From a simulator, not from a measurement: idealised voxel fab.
Presented below is a process module, voxel fin reveal.
Section shown: cut. Width: 215 nm. Cell size: 5 nm, square.
Just so we're on the same page, the cross-sections are grids of square cells, and they're listed out in bands top to bottom, each band one or more rows deep.
Each band's line starts with the height of the band's top and of its bottom, in nm. Then come its materials from left to right, each with its width in nm. One material with "full width" fills the band from edge to edge. "blank" is empty space.
Ref level 0: as-received wafer is one material below here. Bottom band extends down with no lower bound ("0 -> down").
Quick explanation for "30 to 40": the width changes in equal steps down the rows of cells, from the first number in the band's top row to the second number in its bottom row.
The cross-section has no changed cell in any step marked "nothing altered".
"Voids, fully enclosed" enumerates empty spaces isolated from the top, with no open way to it, that contain at least 8 cells, giving each as width x height at distance from the left edge, all three in nm.
If you see something after the settings on a step's line, that's the simulator's own remark about that step.
Each step line may optionally specify "overlay nm", which for a step with a mask gives the rightward distance between the mask's planned place and where it lay, a negative value indicating the leftward direction.
Here's what the planned process steps look like
step 1: RECEIVE | material Si
step 2: CONFORMAL_DEP | material SiN | thk nm 5
step 3: DIRECTIONAL_DEP | material aC | thk nm 15
step 4: PATTERN | tone cover | mask id FINS | material resist | width nm 15 | pitch nm 40 | thk nm 35 | overlay nm 0
step 5: DIRECTIONAL_ETCH | etch materials aC | depth nm 15
step 6: STRIP | etch materials resist
step 7: DIRECTIONAL_ETCH | etch materials SiN | depth nm 5
step 8: DIRECTIONAL_ETCH | etch materials Si | depth nm 40
step 9: STRIP | etch materials aC
step 10: OXIDIZE | depth nm 5
step 11: FILL_DEP | material SiO2 | thk nm 10
step 12: CMP | height nm 5
step 13: SELECTIVE_ETCH | etch materials SiO2 | depth nm 15
step 14: STRIP | etch materials SiN
step 15: CONFORMAL_DEP | material HfO2 | thk nm 5
The first of the two wafers, which ran as planned
Wafer as received: cross-section following step 1
  0 -> down | Si full width
  Voids, fully enclosed: none
Cross-sectional representation of the wafer at the conclusion of step 2
  5 -> 0 | SiN full width
  Nothing below the height 0 has changed.
Cross-sectional representation of the wafer at the conclusion of step 3
  20 -> 5 | aC full width
  Nothing below the height 5 has changed.
Cross-sectional representation of the wafer at the conclusion of step 4
  55 -> 20 | blank: 60; resist: 15; blank: 25; resist: 15; blank: 25; resist: 15; blank: 60
  Nothing below the height 20 has changed.
Cross-sectional representation of the wafer at the conclusion of step 5
  40 -> 20 | blank: 60; resist: 15; blank: 25; resist: 15; blank: 25; resist: 15; blank: 60
  20 -> 5 | blank: 60; aC: 15; blank: 25; aC: 15; blank: 25; aC: 15; blank: 60
  Nothing below the height 5 has changed.
Cross-sectional representation of the wafer at the conclusion of step 6
  20 -> 5 | blank: 60; aC: 15; blank: 25; aC: 15; blank: 25; aC: 15; blank: 60
  Nothing below the height 5 has changed.
Cross-sectional representation of the wafer at the conclusion of step 7
  20 -> 5 | blank: 60; aC: 15; blank: 25; aC: 15; blank: 25; aC: 15; blank: 60
  5 -> 0 | blank: 60; SiN: 15; blank: 25; SiN: 15; blank: 25; SiN: 15; blank: 60
  Nothing below the height 0 has changed.
Cross-sectional representation of the wafer at the conclusion of step 8
  20 -> 5 | blank: 60; aC: 15; blank: 25; aC: 15; blank: 25; aC: 15; blank: 60
  5 -> 0 | blank: 60; SiN: 15; blank: 25; SiN: 15; blank: 25; SiN: 15; blank: 60
  0 -> -40 | blank: 60; Si: 15; blank: 25; Si: 15; blank: 25; Si: 15; blank: 60
  Nothing below the height -40 has changed.
Cross-sectional representation of the wafer at the conclusion of step 9
  5 -> 0 | blank: 60; SiN: 15; blank: 25; SiN: 15; blank: 25; SiN: 15; blank: 60
  Nothing below the height 0 has changed.
Cross-sectional representation of the wafer at the conclusion of step 10
  5 -> 0 | blank: 60; SiN: 15; blank: 25; SiN: 15; blank: 25; SiN: 15; blank: 60
  0 -> -40 | blank: 60; SiO2: 5; Si: 5; SiO2: 5; blank: 25; SiO2: 5; Si: 5; SiO2: 5; blank: 25; SiO2: 5; Si: 5; SiO2: 5; blank: 60
  -40 -> -45 | SiO2: 65; Si: 5; SiO2: 35; Si: 5; SiO2: 35; Si: 5; SiO2: 65
  Nothing below the height -45 has changed.
Cross-sectional representation of the wafer at the conclusion of step 11
  15 -> 5 | SiO2 full width
  5 -> 0 | SiO2: 60; SiN: 15; SiO2: 25; SiN: 15; SiO2: 25; SiN: 15; SiO2: 60
  0 -> -45 | SiO2: 65; Si: 5; SiO2: 35; Si: 5; SiO2: 35; Si: 5; SiO2: 65
  Nothing below the height -45 has changed.
Cross-sectional representation of the wafer at the conclusion of step 12
  5 -> 0 | SiO2: 60; SiN: 15; SiO2: 25; SiN: 15; SiO2: 25; SiN: 15; SiO2: 60
  Nothing below the height 0 has changed.
Cross-sectional representation of the wafer at the conclusion of step 13
  5 -> 0 | blank: 60; SiN: 15; blank: 25; SiN: 15; blank: 25; SiN: 15; blank: 60
  0 -> -10 | blank: 65; Si: 5; blank: 35; Si: 5; blank: 35; Si: 5; blank: 65
  Nothing below the height -10 has changed.
Cross-sectional representation of the wafer at the conclusion of step 14
  0 -> -10 | blank: 65; Si: 5; blank: 35; Si: 5; blank: 35; Si: 5; blank: 65
  Nothing below the height -10 has changed.
Cross-sectional representation of the wafer at the conclusion of step 15
  5 -> 0 | blank: 60; HfO2: 15; blank: 25; HfO2: 15; blank: 25; HfO2: 15; blank: 60
  0 -> -5 | blank: 60; HfO2: 5; Si: 5; HfO2: 5; blank: 25; HfO2: 5; Si: 5; HfO2: 5; blank: 25; HfO2: 5; Si: 5; HfO2: 5; blank: 60
  -5 -> -10 | HfO2: 65; Si: 5; HfO2: 35; Si: 5; HfO2: 35; Si: 5; HfO2: 65
  Nothing below the height -10 has changed.
It is to be noted that the second wafer proceeded from the same initial state and according to the same plan as the first, although one mistake was committed in its execution; through step 3, inclusive, the two wafers share an identical history
Second wafer, cross-section, planned end of step 4
  55 -> 20 | blank: 60; resist: 20; blank: 20; resist: 20; blank: 20; resist: 20; blank: 55
  Nothing below the height 20 has changed.
Second wafer, cross-section, planned end of step 5
  40 -> 20 | blank: 60; resist: 20; blank: 20; resist: 20; blank: 20; resist: 20; blank: 55
  20 -> 5 | blank: 60; aC: 20; blank: 20; aC: 20; blank: 20; aC: 20; blank: 55
  Nothing below the height 5 has changed.
Second wafer, cross-section, planned end of step 6
  20 -> 5 | blank: 60; aC: 20; blank: 20; aC: 20; blank: 20; aC: 20; blank: 55
  Nothing below the height 5 has changed.
Second wafer, cross-section, planned end of step 7
  20 -> 5 | blank: 60; aC: 20; blank: 20; aC: 20; blank: 20; aC: 20; blank: 55
  5 -> 0 | blank: 60; SiN: 20; blank: 20; SiN: 20; blank: 20; SiN: 20; blank: 55
  Nothing below the height 0 has changed.
Second wafer, cross-section, planned end of step 8
  20 -> 5 | blank: 60; aC: 20; blank: 20; aC: 20; blank: 20; aC: 20; blank: 55
  5 -> 0 | blank: 60; SiN: 20; blank: 20; SiN: 20; blank: 20; SiN: 20; blank: 55
  0 -> -40 | blank: 60; Si: 20; blank: 20; Si: 20; blank: 20; Si: 20; blank: 55
  Nothing below the height -40 has changed.
Second wafer, cross-section, planned end of step 9
  5 -> 0 | blank: 60; SiN: 20; blank: 20; SiN: 20; blank: 20; SiN: 20; blank: 55
  Nothing below the height 0 has changed.
Second wafer, cross-section, planned end of step 10
  5 -> 0 | blank: 60; SiN: 20; blank: 20; SiN: 20; blank: 20; SiN: 20; blank: 55
  0 -> -40 | blank: 60; SiO2: 5; Si: 10; SiO2: 5; blank: 20; SiO2: 5; Si: 10; SiO2: 5; blank: 20; SiO2: 5; Si: 10; SiO2: 5; blank: 55
  -40 -> -45 | SiO2: 65; Si: 10; SiO2: 30; Si: 10; SiO2: 30; Si: 10; SiO2: 60
  Nothing below the height -45 has changed.
Second wafer, cross-section, planned end of step 11
  15 -> 5 | SiO2 full width
  5 -> 0 | SiO2: 60; SiN: 20; SiO2: 20; SiN: 20; SiO2: 20; SiN: 20; SiO2: 55
  0 -> -45 | SiO2: 65; Si: 10; SiO2: 30; Si: 10; SiO2: 30; Si: 10; SiO2: 60
  Nothing below the height -45 has changed.
Second wafer, cross-section, planned end of step 12
  5 -> 0 | SiO2: 60; SiN: 20; SiO2: 20; SiN: 20; SiO2: 20; SiN: 20; SiO2: 55
  Nothing below the height 0 has changed.
Second wafer, cross-section, planned end of step 13
  5 -> 0 | blank: 60; SiN: 20; blank: 20; SiN: 20; blank: 20; SiN: 20; blank: 55
  0 -> -10 | blank: 65; Si: 10; blank: 30; Si: 10; blank: 30; Si: 10; blank: 60
  Nothing below the height -10 has changed.
Second wafer, cross-section, planned end of step 14
  0 -> -10 | blank: 65; Si: 10; blank: 30; Si: 10; blank: 30; Si: 10; blank: 60
  Nothing below the height -10 has changed.
Second wafer, cross-section, planned end of step 15
  5 -> 0 | blank: 60; HfO2: 20; blank: 20; HfO2: 20; blank: 20; HfO2: 20; blank: 55
  0 -> -5 | blank: 60; HfO2: 5; Si: 10; HfO2: 5; blank: 20; HfO2: 5; Si: 10; HfO2: 5; blank: 20; HfO2: 5; Si: 10; HfO2: 5; blank: 55
  -5 -> -10 | HfO2: 65; Si: 10; HfO2: 30; Si: 10; HfO2: 30; Si: 10; HfO2: 60
  Nothing below the height -10 has changed.
Plan not followed: step 4 was not run as planned; what actually ran was PATTERN | tone cover | mask id FINS | material resist | width nm 20 | pitch nm 40 | thk nm 35 | overlay nm 0
FYI, end of process, the second wafer has more or fewer cells of some materials than the first: Si +27 | SiO2 -21
